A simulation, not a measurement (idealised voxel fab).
The document below concerns the process module designated voxel self aligned vias.
Shown is cross-section cut, with a width of 175 nm and square cells of size 5 nm.
The cross-sections in this document take the form of a grid made of square cells. They are written out as bands, in order from top to bottom. Each band consists of one or more rows of cells.
Heights first: top, then bottom, in nm. Then materials, left to right, each with a width in nm. "all across" on a single material: fills the band edge to edge. "empty": empty space.
Basically, 0 is our baseline, since under it the wafer straight out of the box is all one material. The bottom band has no lower end and keeps on going down, so it looks like "0 down".
A two-number width, for instance "30..40", indicates that the width is equal to the first number in the top row of the band and to the second number in the bottom row, and that it changes by a constant amount per row of cells.
Key: "nothing different" - step with no changed cell in the cross-section.
Entry "Closed cavity list". Content: empty spaces with no open connection to the top, size 8 cells or greater. Each: width x height at distance. Distance: from left edge. Unit: nm.
Past the settings on a step's line: simulator remark, on that step.
You can add "overlay nm" to a step's line. For a step with a mask, it describes how far the mask lay to the right of its planned position, and a negative number describes a lay to the left.
# Planned step list for the process
- 1: RECEIVE,material Si
- 2: CONFORMAL_DEP,material SiO2,thk nm 10
- 3: CONFORMAL_DEP,material SiCN,thk nm 5
- 4: DIRECTIONAL_DEP,material SiO2,thk nm 25
- 5: PATTERN,tone open,mask id LINES,material resist,width nm 30,pitch nm 65,thk nm 20,overlay nm 0
- 6: DIRECTIONAL_ETCH,etch materials SiO2,depth nm 25
- 7: STRIP,etch materials resist
- 8: CONFORMAL_DEP,material TiN,thk nm 5
- 9: FILL_DEP,material W,thk nm 10
- 10: CMP,height nm 40
- 11: SELECTIVE_ETCH,etch materials W Ru TiN,depth nm 10
- 12: FILL_DEP,material SiN,thk nm 10
- 13: CMP,height nm 40
- 14: DIRECTIONAL_DEP,material SiO2,thk nm 15
- 15: DIRECTIONAL_DEP,material aC,thk nm 10
- 16: PATTERN,tone open,mask id VIAS,material resist,width nm 50,thk nm 25,overlay nm 0
- 17: DIRECTIONAL_ETCH,etch materials aC,depth nm 10
- 18: STRIP,etch materials resist
- 19: DIRECTIONAL_ETCH,etch materials SiO2,depth nm 15
- 20: DIRECTIONAL_ETCH,etch materials SiN,depth nm 10
- 21: STRIP,etch materials aC
- 22: CONFORMAL_DEP,material TiN,thk nm 5
- 23: FILL_DEP,material Ru,thk nm 10
- 24: CMP,height nm 55
- 25: CONFORMAL_DEP,material SiN,thk nm 5
# Cross-section of the incoming wafer, state after step 1
	0 down: Si all across
	Closed cavity list: none
# Cross-section, first of two wafers, end of module, run as planned
	60 to 55: SiN all across
	55 to 45: 30 of SiO2, 5 of TiN, 40 of Ru, 5 of TiN, 95 of SiO2
	45 to 40: 30 of SiO2, 15 of TiN, 20 of Ru, 15 of TiN, 95 of SiO2
	40 to 35: 40 of SiO2, 5 of TiN, 20 of Ru, 5 of TiN, 35 of SiO2, 30 of SiN, 40 of SiO2
	35 to 30: 40 of SiO2, 30 of TiN, 35 of SiO2, 30 of SiN, 40 of SiO2
	30 to 20: 40 of SiO2, 5 of TiN, 20 of W, 5 of TiN, 35 of SiO2, 5 of TiN, 20 of W, 5 of TiN, 40 of SiO2
	20 to 15: 40 of SiO2, 30 of TiN, 35 of SiO2, 30 of TiN, 40 of SiO2
	15 to 10: SiCN all across
	10 to 0: SiO2 all across
	0 down: Si all across
	Closed cavity list: none
# Cross-sectional view: second of two wafers, end of module; start and plan identical to the first, one mistake in running
	60 to 55: SiN all across
	55 to 45: 30 of SiO2, 5 of TiN, 40 of Ru, 5 of TiN, 95 of SiO2
	45 to 40: 30 of SiO2, 20 of TiN, 20 of Ru, 10 of TiN, 95 of SiO2
	40 to 35: 45 of SiO2, 5 of TiN, 20 of Ru, 5 of TiN, 35 of SiO2, 30 of SiN, 35 of SiO2
	35 to 30: 45 of SiO2, 30 of TiN, 35 of SiO2, 30 of SiN, 35 of SiO2
	30 to 20: 45 of SiO2, 5 of TiN, 20 of W, 5 of TiN, 35 of SiO2, 5 of TiN, 20 of W, 5 of TiN, 35 of SiO2
	20 to 15: 45 of SiO2, 30 of TiN, 35 of SiO2, 30 of TiN, 35 of SiO2
	15 to 10: SiCN all across
	10 to 0: SiO2 all across
	0 down: Si all across
	Closed cavity list: none
The mistake made against the process plan was this: step 5 was not run as planned; what actually ran was PATTERN,tone open,mask id LINES,material resist,width nm 30,pitch nm 65,thk nm 20,overlay nm 5
The two final wafers agree on how many cells each material fills and disagree on which cells those are.
